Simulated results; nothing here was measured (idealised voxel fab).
Presented below is a process module, voxel transistor to metal.
Shown is cross-section cut, with a width of 165 nm and square cells of size 5 nm.
Heads up, the way a cross-section reads in here is a grid of square cells, handed over as bands from the top down, with every band being one or more rows of cells.
First you get the band's top height and its bottom height, in nm, and then the materials it's made of, left to right, with each width in nm. If you see a single material with "all across", that one covers the band edge to edge. "air" is empty space.
Height datum 0, below which the as-received substrate wafer is one material. Lowest band open at the bottom, running downward: "z 0 and below".
The notation "30 to 40" denotes a width that varies across the rows of cells in the band, beginning at the first number in the top row, finishing at the second number in the bottom row, and changing by an identical amount from each row to the next.
"remains unaltered" after a step means that no cell of the cross-section changed.
"Enclosed void entries" enumerates empty spaces isolated from the top, with no open way to it, that contain at least 8 cells, giving each as width x height at distance from the left edge, all three in nm.
after a step's settings: what the simulator itself notes on the step
"overlay nm" answers the question of how far to the right of plan the mask lay on a step that has a mask, and when it is negative the answer is to the left.
## These are the steps we planned for the process
1) RECEIVE, material Si
2) CONFORMAL_DEP, material SiO2, thk nm 5
3) CONFORMAL_DEP, material SiN, thk nm 10
4) PATTERN, tone cover, mask id ACTIVE, material resist, width nm 115, thk nm 20, overlay nm 0
5) DIRECTIONAL_ETCH, etch materials SiN, depth nm 10
6) DIRECTIONAL_ETCH, etch materials SiO2, depth nm 5
7) DIRECTIONAL_ETCH, etch materials Si, depth nm 25
8) STRIP, etch materials resist
9) FILL_DEP, material SiO2, thk nm 10
10) CMP, height nm 15
11) SELECTIVE_ETCH, etch materials SiO2, depth nm 10
12) STRIP, etch materials SiN
13) SELECTIVE_ETCH, etch materials SiO2, depth nm 5
14) OXIDIZE, depth nm 5
15) DIRECTIONAL_DEP, material polySi, thk nm 25
16) DIRECTIONAL_DEP, material SiCN, thk nm 15
17) MASKED_ETCH, tone cover, mask id GATE, width nm 25, etch materials SiCN, depth nm 25, overlay nm 0
18) MASKED_ETCH, tone cover, mask id GATE, width nm 25, etch materials polySi, depth nm 35, overlay nm 0
19) CONFORMAL_DEP, material SiN, thk nm 10
20) DIRECTIONAL_ETCH, etch materials SiN, depth nm 10
21) DIRECTIONAL_ETCH, etch materials SiO2, depth nm 5
22) DIRECTIONAL_ETCH, etch materials Si, depth nm 15
23) EPI, material nSi, thk nm 20
24) FILL_DEP, material SiO2, thk nm 5
25) CMP, height nm 25
26) STRIP, etch materials polySi
27) SELECTIVE_ETCH, etch materials SiO2, depth nm 5
28) CONFORMAL_DEP, material HfO2, thk nm 5
29) CONFORMAL_DEP, material TiN, thk nm 5
30) FILL_DEP, material W, thk nm 5
31) CMP, height nm 20
32) DIRECTIONAL_DEP, material SiO2, thk nm 10
33) PATTERN, tone open, mask id CONTACT, material resist, width nm 20, pitch nm 75, thk nm 20, overlay nm 0
34) DIRECTIONAL_ETCH, etch materials SiO2, depth nm 30
35) STRIP, etch materials resist
36) CONFORMAL_DEP, material TiN, thk nm 5
37) FILL_DEP, material W, thk nm 5
38) CMP, height nm 30
39) CONFORMAL_DEP, material SiCN, thk nm 5
40) DIRECTIONAL_DEP, material lowk, thk nm 20
41) DIRECTIONAL_DEP, material aC, thk nm 15
42) PATTERN, tone open, mask id METAL_1, material resist, width nm 20, pitch nm 75, thk nm 30, overlay nm 0
43) DIRECTIONAL_ETCH, etch materials aC, depth nm 15
44) STRIP, etch materials resist
45) DIRECTIONAL_ETCH, etch materials lowk, depth nm 20
46) DIRECTIONAL_ETCH, etch materials SiCN, depth nm 5
47) STRIP, etch materials aC
48) CONFORMAL_DEP, material TiN, thk nm 5
49) FILL_DEP, material Cu, thk nm 5
50) CMP, height nm 55
51) EPI, material Ru, thk nm 5
52) FILL_DEP, material SiCN, thk nm 5
53) DIRECTIONAL_DEP, material lowk, thk nm 30
54) MASKED_ETCH, tone open, mask id METAL_2, width nm 20, pitch nm 75, etch materials lowk, depth nm 15, overlay nm 0
55) MASKED_ETCH, tone open, mask id METAL_2_HOLES, width nm 15, pitch nm 75, etch materials lowk, depth nm 15, overlay nm 0
56) MASKED_ETCH, tone open, mask id METAL_2_HOLES, width nm 15, pitch nm 75, etch materials SiCN, depth nm 5, overlay nm 0
57) CONFORMAL_DEP, material TiN, thk nm 5
58) FILL_DEP, material Cu, thk nm 5
59) CMP, height nm 95
60) CONFORMAL_DEP, material SiCN, thk nm 5
## First of the two wafers, run per plan
## Cross-sectional view of the wafer in its as-received condition, corresponding to the state after step 1
* z 0 and below = Si all across
* Enclosed void entries: none
## The following cross-section depicts the wafer upon completion of step 2
* z 5 to 0 = SiO2 all across
* Whatever lies below 0 is exactly as it was before.
## The following cross-section depicts the wafer upon completion of step 3
* z 15 to 5 = SiN all across
* Whatever lies below 5 is exactly as it was before.
## The following cross-section depicts the wafer upon completion of step 4
* z 35 to 15 = air: 25 / resist: 115 / air: 25
* Whatever lies below 15 is exactly as it was before.
## The following cross-section depicts the wafer upon completion of step 5
* z 35 to 15 = air: 25 / resist: 115 / air: 25
* z 15 to 5 = air: 25 / SiN: 115 / air: 25
* Whatever lies below 5 is exactly as it was before.
## The following cross-section depicts the wafer upon completion of step 6
* z 35 to 15 = air: 25 / resist: 115 / air: 25
* z 15 to 5 = air: 25 / SiN: 115 / air: 25
* z 5 to 0 = air: 25 / SiO2: 115 / air: 25
* Whatever lies below 0 is exactly as it was before.
## The following cross-section depicts the wafer upon completion of step 7
* z 35 to 15 = air: 25 / resist: 115 / air: 25
* z 15 to 5 = air: 25 / SiN: 115 / air: 25
* z 5 to 0 = air: 25 / SiO2: 115 / air: 25
* z 0 to -25 = air: 25 / Si: 115 / air: 25
* Whatever lies below -25 is exactly as it was before.
## The following cross-section depicts the wafer upon completion of step 8
* z 15 to 5 = air: 25 / SiN: 115 / air: 25
* Whatever lies below 5 is exactly as it was before.
## The following cross-section depicts the wafer upon completion of step 9
* z 25 to 15 = SiO2 all across
* z 15 to 5 = SiO2: 25 / SiN: 115 / SiO2: 25
* z 5 to 0 = SiO2 all across
* z 0 to -25 = SiO2: 25 / Si: 115 / SiO2: 25
* Whatever lies below -25 is exactly as it was before.
## The following cross-section depicts the wafer upon completion of step 10
* z 15 to 5 = SiO2: 25 / SiN: 115 / SiO2: 25
* Whatever lies below 5 is exactly as it was before.
## The following cross-section depicts the wafer upon completion of step 11
* z 15 to 5 = air: 25 / SiN: 115 / air: 25
* Whatever lies below 5 is exactly as it was before.
## The following cross-section depicts the wafer upon completion of step 12
* z 5 to 0 = SiO2 all across
* Whatever lies below 0 is exactly as it was before.
## The following cross-section depicts the wafer upon completion of step 13
* z 0 to -25 = SiO2: 25 / Si: 115 / SiO2: 25
* Whatever lies below -25 is exactly as it was before.
## The following cross-section depicts the wafer upon completion of step 14
* z 0 to -5 = SiO2 all across
* Whatever lies below -5 is exactly as it was before.
## The following cross-section depicts the wafer upon completion of step 15
* z 25 to 0 = polySi all across
* Whatever lies below 0 is exactly as it was before.
## The following cross-section depicts the wafer upon completion of step 16
* z 40 to 25 = SiCN all across
* Whatever lies below 25 is exactly as it was before.
## The following cross-section depicts the wafer upon completion of step 17
* z 40 to 25 = air: 70 / SiCN: 25 / air: 70
* Whatever lies below 25 is exactly as it was before.
## The following cross-section depicts the wafer upon completion of step 18
* z 40 to 25 = air: 70 / SiCN: 25 / air: 70
* z 25 to 0 = air: 70 / polySi: 25 / air: 70
* Whatever lies below 0 is exactly as it was before.
## The following cross-section depicts the wafer upon completion of step 19
* z 50 to 40 = air: 60 / SiN: 45 / air: 60
* z 40 to 25 = air: 60 / SiN: 10 / SiCN: 25 / SiN: 10 / air: 60
* z 25 to 10 = air: 60 / SiN: 10 / polySi: 25 / SiN: 10 / air: 60
* z 10 to 0 = SiN: 70 / polySi: 25 / SiN: 70
* Whatever lies below 0 is exactly as it was before.
## The following cross-section depicts the wafer upon completion of step 20
* z 40 to 25 = air: 60 / SiN: 10 / SiCN: 25 / SiN: 10 / air: 60
* z 25 to 0 = air: 60 / SiN: 10 / polySi: 25 / SiN: 10 / air: 60
* Whatever lies below 0 is exactly as it was before.
## The following cross-section depicts the wafer upon completion of step 21
* z 40 to 25 = air: 60 / SiN: 10 / SiCN: 25 / SiN: 10 / air: 60
* z 25 to 0 = air: 60 / SiN: 10 / polySi: 25 / SiN: 10 / air: 60
* z 0 to -5 = air: 60 / SiO2: 45 / air: 60
* Whatever lies below -5 is exactly as it was before.
## The following cross-section depicts the wafer upon completion of step 22
* z 40 to 25 = air: 60 / SiN: 10 / SiCN: 25 / SiN: 10 / air: 60
* z 25 to 0 = air: 60 / SiN: 10 / polySi: 25 / SiN: 10 / air: 60
* z 0 to -5 = air: 60 / SiO2: 45 / air: 60
* z -5 to -20 = SiO2: 25 / air: 35 / Si: 45 / air: 35 / SiO2: 25
* Whatever lies below -20 is exactly as it was before.
## The following cross-section depicts the wafer upon completion of step 23
* z 40 to 25 = air: 60 / SiN: 10 / SiCN: 25 / SiN: 10 / air: 60
* z 25 to 15 = air: 60 / SiN: 10 / polySi: 25 / SiN: 10 / air: 60
* z 15 to 0 = air: 40 / nSi: 20 / SiN: 10 / polySi: 25 / SiN: 10 / nSi: 20 / air: 40
* z 0 to -5 = air: 20 / nSi: 40 / SiO2: 45 / nSi: 40 / air: 20
* z -5 to -20 = SiO2: 25 / nSi: 35 / Si: 45 / nSi: 35 / SiO2: 25
* Whatever lies below -20 is exactly as it was before.
## The following cross-section depicts the wafer upon completion of step 24
* z 45 to 40 = SiO2 all across
* z 40 to 25 = SiO2: 60 / SiN: 10 / SiCN: 25 / SiN: 10 / SiO2: 60
* z 25 to 15 = SiO2: 60 / SiN: 10 / polySi: 25 / SiN: 10 / SiO2: 60
* z 15 to 0 = SiO2: 40 / nSi: 20 / SiN: 10 / polySi: 25 / SiN: 10 / nSi: 20 / SiO2: 40
* z 0 to -5 = SiO2: 20 / nSi: 40 / SiO2: 45 / nSi: 40 / SiO2: 20
* Whatever lies below -5 is exactly as it was before.
## The following cross-section depicts the wafer upon completion of step 25
* z 25 to 15 = SiO2: 60 / SiN: 10 / polySi: 25 / SiN: 10 / SiO2: 60
* Whatever lies below 15 is exactly as it was before.
## The following cross-section depicts the wafer upon completion of step 26
* z 25 to 15 = SiO2: 60 / SiN: 10 / air: 25 / SiN: 10 / SiO2: 60
* z 15 to 0 = SiO2: 40 / nSi: 20 / SiN: 10 / air: 25 / SiN: 10 / nSi: 20 / SiO2: 40
* Whatever lies below 0 is exactly as it was before.
## The following cross-section depicts the wafer upon completion of step 27
* z 25 to 20 = air: 60 / SiN: 10 / air: 25 / SiN: 10 / air: 60
* z 20 to 15 = SiO2: 60 / SiN: 10 / air: 25 / SiN: 10 / SiO2: 60
* z 15 to 0 = SiO2: 40 / nSi: 20 / SiN: 10 / air: 25 / SiN: 10 / nSi: 20 / SiO2: 40
* z 0 to -5 = SiO2: 20 / nSi: 40 / SiO2: 5 / air: 35 / SiO2: 5 / nSi: 40 / SiO2: 20
* Whatever lies below -5 is exactly as it was before.
## The following cross-section depicts the wafer upon completion of step 28
* z 30 to 25 = air: 55 / HfO2: 20 / air: 15 / HfO2: 20 / air: 55
* z 25 to 20 = HfO2: 60 / SiN: 10 / HfO2: 5 / air: 15 / HfO2: 5 / SiN: 10 / HfO2: 60
* z 20 to 15 = SiO2: 60 / SiN: 10 / HfO2: 5 / air: 15 / HfO2: 5 / SiN: 10 / SiO2: 60
* z 15 to 0 = SiO2: 40 / nSi: 20 / SiN: 10 / HfO2: 5 / air: 15 / HfO2: 5 / SiN: 10 / nSi: 20 / SiO2: 40
* z 0 to -5 = SiO2: 20 / nSi: 40 / SiO2: 5 / HfO2: 35 / SiO2: 5 / nSi: 40 / SiO2: 20
* Whatever lies below -5 is exactly as it was before.
## The following cross-section depicts the wafer upon completion of step 29
* z 35 to 30 = air: 50 / TiN: 30 / air: 5 / TiN: 30 / air: 50
* z 30 to 25 = TiN: 55 / HfO2: 20 / TiN: 5 / air: 5 / TiN: 5 / HfO2: 20 / TiN: 55
* z 25 to 20 = HfO2: 60 / SiN: 10 / HfO2: 5 / TiN: 5 / air: 5 / TiN: 5 / HfO2: 5 / SiN: 10 / HfO2: 60
* z 20 to 15 = SiO2: 60 / SiN: 10 / HfO2: 5 / TiN: 5 / air: 5 / TiN: 5 / HfO2: 5 / SiN: 10 / SiO2: 60
* z 15 to 5 = SiO2: 40 / nSi: 20 / SiN: 10 / HfO2: 5 / TiN: 5 / air: 5 / TiN: 5 / HfO2: 5 / SiN: 10 / nSi: 20 / SiO2: 40
* z 5 to 0 = SiO2: 40 / nSi: 20 / SiN: 10 / HfO2: 5 / TiN: 15 / HfO2: 5 / SiN: 10 / nSi: 20 / SiO2: 40
* Whatever lies below 0 is exactly as it was before.
## The following cross-section depicts the wafer upon completion of step 30
* z 40 to 35 = W all across
* z 35 to 30 = W: 50 / TiN: 30 / W: 5 / TiN: 30 / W: 50
* z 30 to 25 = TiN: 55 / HfO2: 20 / TiN: 5 / W: 5 / TiN: 5 / HfO2: 20 / TiN: 55
* z 25 to 20 = HfO2: 60 / SiN: 10 / HfO2: 5 / TiN: 5 / W: 5 / TiN: 5 / HfO2: 5 / SiN: 10 / HfO2: 60
* z 20 to 15 = SiO2: 60 / SiN: 10 / HfO2: 5 / TiN: 5 / W: 5 / TiN: 5 / HfO2: 5 / SiN: 10 / SiO2: 60
* z 15 to 5 = SiO2: 40 / nSi: 20 / SiN: 10 / HfO2: 5 / TiN: 5 / W: 5 / TiN: 5 / HfO2: 5 / SiN: 10 / nSi: 20 / SiO2: 40
* Whatever lies below 5 is exactly as it was before.
## The following cross-section depicts the wafer upon completion of step 31
* z 20 to 15 = SiO2: 60 / SiN: 10 / HfO2: 5 / TiN: 5 / W: 5 / TiN: 5 / HfO2: 5 / SiN: 10 / SiO2: 60
* Whatever lies below 15 is exactly as it was before.
## The following cross-section depicts the wafer upon completion of step 32
* z 30 to 20 = SiO2 all across
* Whatever lies below 20 is exactly as it was before.
## The following cross-section depicts the wafer upon completion of step 33
* z 50 to 30 = resist: 35 / air: 20 / resist: 55 / air: 20 / resist: 35
* Whatever lies below 30 is exactly as it was before.
## The following cross-section depicts the wafer upon completion of step 34
* z 50 to 30 = resist: 35 / air: 20 / resist: 55 / air: 20 / resist: 35
* z 30 to 20 = SiO2: 35 / air: 20 / SiO2: 55 / air: 20 / SiO2: 35
* z 20 to 15 = SiO2: 35 / air: 20 / SiO2: 5 / SiN: 10 / HfO2: 5 / TiN: 5 / W: 5 / TiN: 5 / HfO2: 5 / SiN: 10 / SiO2: 5 / air: 20 / SiO2: 35
* z 15 to 5 = SiO2: 35 / air: 5 / nSi: 20 / SiN: 10 / HfO2: 5 / TiN: 5 / W: 5 / TiN: 5 / HfO2: 5 / SiN: 10 / nSi: 20 / air: 5 / SiO2: 35
* z 5 to 0 = SiO2: 35 / air: 5 / nSi: 20 / SiN: 10 / HfO2: 5 / TiN: 15 / HfO2: 5 / SiN: 10 / nSi: 20 / air: 5 / SiO2: 35
* Whatever lies below 0 is exactly as it was before.
## The following cross-section depicts the wafer upon completion of step 35
* z 30 to 20 = SiO2: 35 / air: 20 / SiO2: 55 / air: 20 / SiO2: 35
* Whatever lies below 20 is exactly as it was before.
## The following cross-section depicts the wafer upon completion of step 36
* z 35 to 30 = TiN: 40 / air: 10 / TiN: 65 / air: 10 / TiN: 40
* z 30 to 20 = SiO2: 35 / TiN: 5 / air: 10 / TiN: 5 / SiO2: 55 / TiN: 5 / air: 10 / TiN: 5 / SiO2: 35
* z 20 to 15 = SiO2: 35 / TiN: 20 / SiO2: 5 / SiN: 10 / HfO2: 5 / TiN: 5 / W: 5 / TiN: 5 / HfO2: 5 / SiN: 10 / SiO2: 5 / TiN: 20 / SiO2: 35
* z 15 to 5 = SiO2: 35 / TiN: 5 / nSi: 20 / SiN: 10 / HfO2: 5 / TiN: 5 / W: 5 / TiN: 5 / HfO2: 5 / SiN: 10 / nSi: 20 / TiN: 5 / SiO2: 35
* z 5 to 0 = SiO2: 35 / TiN: 5 / nSi: 20 / SiN: 10 / HfO2: 5 / TiN: 15 / HfO2: 5 / SiN: 10 / nSi: 20 / TiN: 5 / SiO2: 35
* Whatever lies below 0 is exactly as it was before.
## The following cross-section depicts the wafer upon completion of step 37
* z 40 to 35 = W all across
* z 35 to 30 = TiN: 40 / W: 10 / TiN: 65 / W: 10 / TiN: 40
* z 30 to 20 = SiO2: 35 / TiN: 5 / W: 10 / TiN: 5 / SiO2: 55 / TiN: 5 / W: 10 / TiN: 5 / SiO2: 35
* Whatever lies below 20 is exactly as it was before.
## The following cross-section depicts the wafer upon completion of step 38
* z 30 to 20 = SiO2: 35 / TiN: 5 / W: 10 / TiN: 5 / SiO2: 55 / TiN: 5 / W: 10 / TiN: 5 / SiO2: 35
* Whatever lies below 20 is exactly as it was before.
## The following cross-section depicts the wafer upon completion of step 39
* z 35 to 30 = SiCN all across
* Whatever lies below 30 is exactly as it was before.
## The following cross-section depicts the wafer upon completion of step 40
* z 55 to 35 = lowk all across
* Whatever lies below 35 is exactly as it was before.
## The following cross-section depicts the wafer upon completion of step 41
* z 70 to 55 = aC all across
* Whatever lies below 55 is exactly as it was before.
## The following cross-section depicts the wafer upon completion of step 42
* z 100 to 70 = resist: 35 / air: 20 / resist: 55 / air: 20 / resist: 35
* Whatever lies below 70 is exactly as it was before.
## The following cross-section depicts the wafer upon completion of step 43
* z 85 to 70 = resist: 35 / air: 20 / resist: 55 / air: 20 / resist: 35
* z 70 to 55 = aC: 35 / air: 20 / aC: 55 / air: 20 / aC: 35
* Whatever lies below 55 is exactly as it was before.
## The following cross-section depicts the wafer upon completion of step 44
* z 70 to 55 = aC: 35 / air: 20 / aC: 55 / air: 20 / aC: 35
* Whatever lies below 55 is exactly as it was before.
## The following cross-section depicts the wafer upon completion of step 45
* z 70 to 55 = aC: 35 / air: 20 / aC: 55 / air: 20 / aC: 35
* z 55 to 35 = lowk: 35 / air: 20 / lowk: 55 / air: 20 / lowk: 35
* Whatever lies below 35 is exactly as it was before.
## The following cross-section depicts the wafer upon completion of step 46
* z 70 to 55 = aC: 35 / air: 20 / aC: 55 / air: 20 / aC: 35
* z 55 to 35 = lowk: 35 / air: 20 / lowk: 55 / air: 20 / lowk: 35
* z 35 to 30 = SiCN: 35 / air: 20 / SiCN: 55 / air: 20 / SiCN: 35
* Whatever lies below 30 is exactly as it was before.
## The following cross-section depicts the wafer upon completion of step 47
* z 55 to 35 = lowk: 35 / air: 20 / lowk: 55 / air: 20 / lowk: 35
* Whatever lies below 35 is exactly as it was before.
## The following cross-section depicts the wafer upon completion of step 48
* z 60 to 55 = TiN: 40 / air: 10 / TiN: 65 / air: 10 / TiN: 40
* z 55 to 35 = lowk: 35 / TiN: 5 / air: 10 / TiN: 5 / lowk: 55 / TiN: 5 / air: 10 / TiN: 5 / lowk: 35
* z 35 to 30 = SiCN: 35 / TiN: 20 / SiCN: 55 / TiN: 20 / SiCN: 35
* Whatever lies below 30 is exactly as it was before.
## The following cross-section depicts the wafer upon completion of step 49
* z 65 to 60 = Cu all across
* z 60 to 55 = TiN: 40 / Cu: 10 / TiN: 65 / Cu: 10 / TiN: 40
* z 55 to 35 = lowk: 35 / TiN: 5 / Cu: 10 / TiN: 5 / lowk: 55 / TiN: 5 / Cu: 10 / TiN: 5 / lowk: 35
* Whatever lies below 35 is exactly as it was before.
## The following cross-section depicts the wafer upon completion of step 50
* z 55 to 35 = lowk: 35 / TiN: 5 / Cu: 10 / TiN: 5 / lowk: 55 / TiN: 5 / Cu: 10 / TiN: 5 / lowk: 35
* Whatever lies below 35 is exactly as it was before.
## The following cross-section depicts the wafer upon completion of step 51
* z 60 to 55 = air: 30 / Ru: 30 / air: 45 / Ru: 30 / air: 30
* Whatever lies below 55 is exactly as it was before.
## The following cross-section depicts the wafer upon completion of step 52
* z 65 to 60 = SiCN all across
* z 60 to 55 = SiCN: 30 / Ru: 30 / SiCN: 45 / Ru: 30 / SiCN: 30
* Whatever lies below 55 is exactly as it was before.
## The following cross-section depicts the wafer upon completion of step 53
* z 95 to 65 = lowk all across
* Whatever lies below 65 is exactly as it was before.
## The following cross-section depicts the wafer upon completion of step 54
* z 95 to 80 = lowk: 35 / air: 20 / lowk: 55 / air: 20 / lowk: 35
* Whatever lies below 80 is exactly as it was before.
## The following cross-section depicts the wafer upon completion of step 55
* z 95 to 80 = lowk: 35 / air: 20 / lowk: 55 / air: 20 / lowk: 35
* z 80 to 65 = lowk: 35 / air: 15 / lowk: 60 / air: 15 / lowk: 40
* Whatever lies below 65 is exactly as it was before.
## The following cross-section depicts the wafer upon completion of step 56
* z 95 to 80 = lowk: 35 / air: 20 / lowk: 55 / air: 20 / lowk: 35
* z 80 to 65 = lowk: 35 / air: 15 / lowk: 60 / air: 15 / lowk: 40
* z 65 to 60 = SiCN: 35 / air: 15 / SiCN: 60 / air: 15 / SiCN: 40
* Whatever lies below 60 is exactly as it was before.
## The following cross-section depicts the wafer upon completion of step 57
* z 100 to 95 = TiN: 40 / air: 10 / TiN: 65 / air: 10 / TiN: 40
* z 95 to 85 = lowk: 35 / TiN: 5 / air: 10 / TiN: 5 / lowk: 55 / TiN: 5 / air: 10 / TiN: 5 / lowk: 35
* z 85 to 80 = lowk: 35 / TiN: 5 / air: 5 / TiN: 10 / lowk: 55 / TiN: 5 / air: 5 / TiN: 10 / lowk: 35
* z 80 to 65 = lowk: 35 / TiN: 5 / air: 5 / TiN: 5 / lowk: 60 / TiN: 5 / air: 5 / TiN: 5 / lowk: 40
* z 65 to 60 = SiCN: 35 / TiN: 15 / SiCN: 60 / TiN: 15 / SiCN: 40
* Whatever lies below 60 is exactly as it was before.
## The following cross-section depicts the wafer upon completion of step 58
* z 105 to 100 = Cu all across
* z 100 to 95 = TiN: 40 / Cu: 10 / TiN: 65 / Cu: 10 / TiN: 40
* z 95 to 85 = lowk: 35 / TiN: 5 / Cu: 10 / TiN: 5 / lowk: 55 / TiN: 5 / Cu: 10 / TiN: 5 / lowk: 35
* z 85 to 80 = lowk: 35 / TiN: 5 / Cu: 5 / TiN: 10 / lowk: 55 / TiN: 5 / Cu: 5 / TiN: 10 / lowk: 35
* z 80 to 65 = lowk: 35 / TiN: 5 / Cu: 5 / TiN: 5 / lowk: 60 / TiN: 5 / Cu: 5 / TiN: 5 / lowk: 40
* Whatever lies below 65 is exactly as it was before.
## The following cross-section depicts the wafer upon completion of step 59
* z 95 to 85 = lowk: 35 / TiN: 5 / Cu: 10 / TiN: 5 / lowk: 55 / TiN: 5 / Cu: 10 / TiN: 5 / lowk: 35
* Whatever lies below 85 is exactly as it was before.
## The following cross-section depicts the wafer upon completion of step 60
* z 100 to 95 = SiCN all across
* Whatever lies below 95 is exactly as it was before.
## Second wafer, same starting state and plan as the first, one mistake in the run, identical through step 36
## Look at the second wafer in cross-section at the time step 37 ought to have finished
* z 40 to 35 = polySi all across
* z 35 to 30 = TiN: 40 / polySi: 10 / TiN: 65 / polySi: 10 / TiN: 40
* z 30 to 20 = SiO2: 35 / TiN: 5 / polySi: 10 / TiN: 5 / SiO2: 55 / TiN: 5 / polySi: 10 / TiN: 5 / SiO2: 35
* Whatever lies below 20 is exactly as it was before.
## Look at the second wafer in cross-section at the time step 38 ought to have finished
* z 30 to 20 = SiO2: 35 / TiN: 5 / polySi: 10 / TiN: 5 / SiO2: 55 / TiN: 5 / polySi: 10 / TiN: 5 / SiO2: 35
* Whatever lies below 20 is exactly as it was before.
## Look at the second wafer in cross-section at the time step 39 ought to have finished
* z 35 to 30 = SiCN all across
* Whatever lies below 30 is exactly as it was before.
## Look at the second wafer in cross-section at the time step 40 ought to have finished
* z 55 to 35 = lowk all across
* Whatever lies below 35 is exactly as it was before.
## Look at the second wafer in cross-section at the time step 41 ought to have finished
* z 70 to 55 = aC all across
* Whatever lies below 55 is exactly as it was before.
## Look at the second wafer in cross-section at the time step 42 ought to have finished
* z 100 to 70 = resist: 35 / air: 20 / resist: 55 / air: 20 / resist: 35
* Whatever lies below 70 is exactly as it was before.
## Look at the second wafer in cross-section at the time step 43 ought to have finished
* z 85 to 70 = resist: 35 / air: 20 / resist: 55 / air: 20 / resist: 35
* z 70 to 55 = aC: 35 / air: 20 / aC: 55 / air: 20 / aC: 35
* Whatever lies below 55 is exactly as it was before.
## Look at the second wafer in cross-section at the time step 44 ought to have finished
* z 70 to 55 = aC: 35 / air: 20 / aC: 55 / air: 20 / aC: 35
* Whatever lies below 55 is exactly as it was before.
## Look at the second wafer in cross-section at the time step 45 ought to have finished
* z 70 to 55 = aC: 35 / air: 20 / aC: 55 / air: 20 / aC: 35
* z 55 to 35 = lowk: 35 / air: 20 / lowk: 55 / air: 20 / lowk: 35
* Whatever lies below 35 is exactly as it was before.
## Look at the second wafer in cross-section at the time step 46 ought to have finished
* z 70 to 55 = aC: 35 / air: 20 / aC: 55 / air: 20 / aC: 35
* z 55 to 35 = lowk: 35 / air: 20 / lowk: 55 / air: 20 / lowk: 35
* z 35 to 30 = SiCN: 35 / air: 20 / SiCN: 55 / air: 20 / SiCN: 35
* Whatever lies below 30 is exactly as it was before.
## Look at the second wafer in cross-section at the time step 47 ought to have finished
* z 55 to 35 = lowk: 35 / air: 20 / lowk: 55 / air: 20 / lowk: 35
* Whatever lies below 35 is exactly as it was before.
## Look at the second wafer in cross-section at the time step 48 ought to have finished
* z 60 to 55 = TiN: 40 / air: 10 / TiN: 65 / air: 10 / TiN: 40
* z 55 to 35 = lowk: 35 / TiN: 5 / air: 10 / TiN: 5 / lowk: 55 / TiN: 5 / air: 10 / TiN: 5 / lowk: 35
* z 35 to 30 = SiCN: 35 / TiN: 20 / SiCN: 55 / TiN: 20 / SiCN: 35
* Whatever lies below 30 is exactly as it was before.
## Look at the second wafer in cross-section at the time step 49 ought to have finished
* z 65 to 60 = Cu all across
* z 60 to 55 = TiN: 40 / Cu: 10 / TiN: 65 / Cu: 10 / TiN: 40
* z 55 to 35 = lowk: 35 / TiN: 5 / Cu: 10 / TiN: 5 / lowk: 55 / TiN: 5 / Cu: 10 / TiN: 5 / lowk: 35
* Whatever lies below 35 is exactly as it was before.
## Look at the second wafer in cross-section at the time step 50 ought to have finished
* z 55 to 35 = lowk: 35 / TiN: 5 / Cu: 10 / TiN: 5 / lowk: 55 / TiN: 5 / Cu: 10 / TiN: 5 / lowk: 35
* Whatever lies below 35 is exactly as it was before.
## Look at the second wafer in cross-section at the time step 51 ought to have finished
* z 60 to 55 = air: 30 / Ru: 30 / air: 45 / Ru: 30 / air: 30
* Whatever lies below 55 is exactly as it was before.
## Look at the second wafer in cross-section at the time step 52 ought to have finished
* z 65 to 60 = SiCN all across
* z 60 to 55 = SiCN: 30 / Ru: 30 / SiCN: 45 / Ru: 30 / SiCN: 30
* Whatever lies below 55 is exactly as it was before.
## Look at the second wafer in cross-section at the time step 53 ought to have finished
* z 95 to 65 = lowk all across
* Whatever lies below 65 is exactly as it was before.
## Look at the second wafer in cross-section at the time step 54 ought to have finished
* z 95 to 80 = lowk: 35 / air: 20 / lowk: 55 / air: 20 / lowk: 35
* Whatever lies below 80 is exactly as it was before.
## Look at the second wafer in cross-section at the time step 55 ought to have finished
* z 95 to 80 = lowk: 35 / air: 20 / lowk: 55 / air: 20 / lowk: 35
* z 80 to 65 = lowk: 35 / air: 15 / lowk: 60 / air: 15 / lowk: 40
* Whatever lies below 65 is exactly as it was before.
## Look at the second wafer in cross-section at the time step 56 ought to have finished
* z 95 to 80 = lowk: 35 / air: 20 / lowk: 55 / air: 20 / lowk: 35
* z 80 to 65 = lowk: 35 / air: 15 / lowk: 60 / air: 15 / lowk: 40
* z 65 to 60 = SiCN: 35 / air: 15 / SiCN: 60 / air: 15 / SiCN: 40
* Whatever lies below 60 is exactly as it was before.
## Look at the second wafer in cross-section at the time step 57 ought to have finished
* z 100 to 95 = TiN: 40 / air: 10 / TiN: 65 / air: 10 / TiN: 40
* z 95 to 85 = lowk: 35 / TiN: 5 / air: 10 / TiN: 5 / lowk: 55 / TiN: 5 / air: 10 / TiN: 5 / lowk: 35
* z 85 to 80 = lowk: 35 / TiN: 5 / air: 5 / TiN: 10 / lowk: 55 / TiN: 5 / air: 5 / TiN: 10 / lowk: 35
* z 80 to 65 = lowk: 35 / TiN: 5 / air: 5 / TiN: 5 / lowk: 60 / TiN: 5 / air: 5 / TiN: 5 / lowk: 40
* z 65 to 60 = SiCN: 35 / TiN: 15 / SiCN: 60 / TiN: 15 / SiCN: 40
* Whatever lies below 60 is exactly as it was before.
## Look at the second wafer in cross-section at the time step 58 ought to have finished
* z 105 to 100 = Cu all across
* z 100 to 95 = TiN: 40 / Cu: 10 / TiN: 65 / Cu: 10 / TiN: 40
* z 95 to 85 = lowk: 35 / TiN: 5 / Cu: 10 / TiN: 5 / lowk: 55 / TiN: 5 / Cu: 10 / TiN: 5 / lowk: 35
* z 85 to 80 = lowk: 35 / TiN: 5 / Cu: 5 / TiN: 10 / lowk: 55 / TiN: 5 / Cu: 5 / TiN: 10 / lowk: 35
* z 80 to 65 = lowk: 35 / TiN: 5 / Cu: 5 / TiN: 5 / lowk: 60 / TiN: 5 / Cu: 5 / TiN: 5 / lowk: 40
* Whatever lies below 65 is exactly as it was before.
## Look at the second wafer in cross-section at the time step 59 ought to have finished
* z 95 to 85 = lowk: 35 / TiN: 5 / Cu: 10 / TiN: 5 / lowk: 55 / TiN: 5 / Cu: 10 / TiN: 5 / lowk: 35
* Whatever lies below 85 is exactly as it was before.
## Look at the second wafer in cross-section at the time step 60 ought to have finished
* z 100 to 95 = SiCN all across
* Whatever lies below 95 is exactly as it was before.
The mistake made against the process plan was this: step 37 ran differently from the plan; actual operation with settings: FILL_DEP, material polySi, thk nm 5
End check, counted in cells, second wafer has more or fewer of these materials than the first: W: 8 fewer, polySi: 8 more
